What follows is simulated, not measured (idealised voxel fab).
process module | voxel transistor to metal
cross-section cut | 180 nm wide | cells 5 nm
A cross-section is a grid of square cells, given in bands from the top down. A band is one or more rows of cells.
Each band's line starts with the height of the band's top and of its bottom, in nm. Then come its materials from left to right, each with its width in nm. One material with "throughout" fills the band from edge to edge. "air" is empty space.
Height 0 is the level under which the wafer as received is all one material. The lowest band goes on downwards, as in "0 down".
A width such as "30 to 40" changes by the same amount from each row of cells to the next, from the band's top row to its bottom row.
"no change" after a step means that no cell of the cross-section changed.
closed voids: empty space of 8 cells or more with no open way to the top, each as width x height at its distance from the left edge, in nm
after a step's settings: what the simulator itself notes on the step
overlay nm, on a step with a mask: how far to the right of its planned place the mask lay; to the left if negative
plan
1 op RECEIVE | material Si
2 op CONFORMAL_DEP | material SiO2 | thk nm 5
3 op CONFORMAL_DEP | material SiN | thk nm 10
4 op DIRECTIONAL_DEP | material aC | thk nm 10
5 op PATTERN | tone cover | mask id ACTIVE | material resist | width nm 110 | thk nm 30 | overlay nm 0
6 op DIRECTIONAL_ETCH | etch materials aC | depth nm 10
7 op STRIP | etch materials resist
8 op DIRECTIONAL_ETCH | etch materials SiN | depth nm 10
9 op DIRECTIONAL_ETCH | etch materials SiO2 | depth nm 5
10 op DIRECTIONAL_ETCH | etch materials Si | depth nm 30
11 op STRIP | etch materials aC
12 op FILL_DEP | material SiO2 | thk nm 10
13 op CMP | height nm 15
14 op SELECTIVE_ETCH | etch materials SiO2 | depth nm 5
15 op STRIP | etch materials SiN
16 op SELECTIVE_ETCH | etch materials SiO2 | depth nm 5
17 op OXIDIZE | depth nm 5
18 op DIRECTIONAL_DEP | material polySi | thk nm 25
19 op DIRECTIONAL_DEP | material SiCN | thk nm 15
20 op PATTERN | tone cover | mask id GATE | material resist | width nm 30 | thk nm 20 | overlay nm 0
21 op DIRECTIONAL_ETCH | etch materials SiCN | depth nm 25
22 op DIRECTIONAL_ETCH | etch materials polySi | depth nm 35
23 op STRIP | etch materials resist
24 op CONFORMAL_DEP | material SiN | thk nm 5
25 op DIRECTIONAL_ETCH | etch materials SiN | depth nm 5
26 op DIRECTIONAL_ETCH | etch materials SiO2 | depth nm 5
27 op DIRECTIONAL_ETCH | etch materials Si | depth nm 10
28 op EPI | material SiGe | thk nm 10
29 op FILL_DEP | material SiO2 | thk nm 10
30 op CMP | height nm 25
31 op STRIP | etch materials polySi
32 op SELECTIVE_ETCH | etch materials SiO2 | depth nm 5
33 op CONFORMAL_DEP | material HfO2 | thk nm 5
34 op CONFORMAL_DEP | material TiN | thk nm 5
35 op FILL_DEP | material W | thk nm 10
36 op CMP | height nm 20
37 op DIRECTIONAL_DEP | material SiO2 | thk nm 10
38 op DIRECTIONAL_DEP | material aC | thk nm 10
39 op PATTERN | tone open | mask id CONTACT | material resist | width nm 15 | pitch nm 75 | thk nm 25 | overlay nm 0
40 op DIRECTIONAL_ETCH | etch materials aC | depth nm 10
41 op STRIP | etch materials resist
42 op DIRECTIONAL_ETCH | etch materials SiO2 | depth nm 35
43 op STRIP | etch materials aC
44 op CONFORMAL_DEP | material TiN | thk nm 5
45 op FILL_DEP | material W | thk nm 5
46 op CMP | height nm 30
47 op DIRECTIONAL_DEP | material TiN | thk nm 5
48 op DIRECTIONAL_DEP | material Ru | thk nm 20
49 op DIRECTIONAL_DEP | material aC | thk nm 15
50 op PATTERN | tone cover | mask id METAL_1 | material resist | width nm 15 | pitch nm 75 | thk nm 35 | overlay nm 0
51 op DIRECTIONAL_ETCH | etch materials aC | depth nm 15
52 op STRIP | etch materials resist
53 op DIRECTIONAL_ETCH | etch materials Ru | depth nm 20
54 op DIRECTIONAL_ETCH | etch materials TiN | depth nm 5
55 op STRIP | etch materials aC
56 op CONFORMAL_DEP | material SiN | thk nm 5
57 op FILL_DEP | material lowk | thk nm 10
58 op CMP | height nm 55
59 op CONFORMAL_DEP | material SiCN | thk nm 5
as received, after step 1
  0 down: Si throughout
  closed voids: none
a wafer at the end: this start, this plan, one mistake
  60 to 55: SiCN throughout
  55 to 35: lowk 40 | SiN 5 | Ru 15 | SiN 5 | lowk 50 | SiN 5 | Ru 15 | SiN 5 | lowk 40
  35 to 30: SiN 45 | TiN 15 | SiN 60 | TiN 15 | SiN 45
  30 to 20: SiO2 45 | TiN 5 | W 5 | TiN 5 | SiO2 60 | TiN 5 | W 5 | TiN 5 | SiO2 45
  20 to 10: SiO2 45 | TiN 5 | W 5 | TiN 5 | SiO2 10 | SiCN 5 | HfO2 5 | TiN 5 | W 10 | TiN 5 | HfO2 5 | SiCN 5 | SiO2 10 | TiN 5 | W 5 | TiN 5 | SiO2 45
  10 to 5: SiCN 35 | SiO2 10 | TiN 15 | SiO2 10 | SiCN 5 | HfO2 5 | TiN 5 | W 10 | TiN 5 | HfO2 5 | SiCN 5 | SiO2 10 | TiN 15 | SiO2 10 | SiCN 35
  5 to 0: SiO2 30 | SiCN 45 | HfO2 5 | TiN 20 | HfO2 5 | SiCN 45 | SiO2 30
  0 to -5: SiO2 70 | HfO2 40 | SiO2 70
  -5 to -30: SiO2 35 | Si 110 | SiO2 35
  -30 down: Si throughout
  closed voids: none
what went wrong: step 24 ran as: op CONFORMAL_DEP | material SiCN | thk nm 5
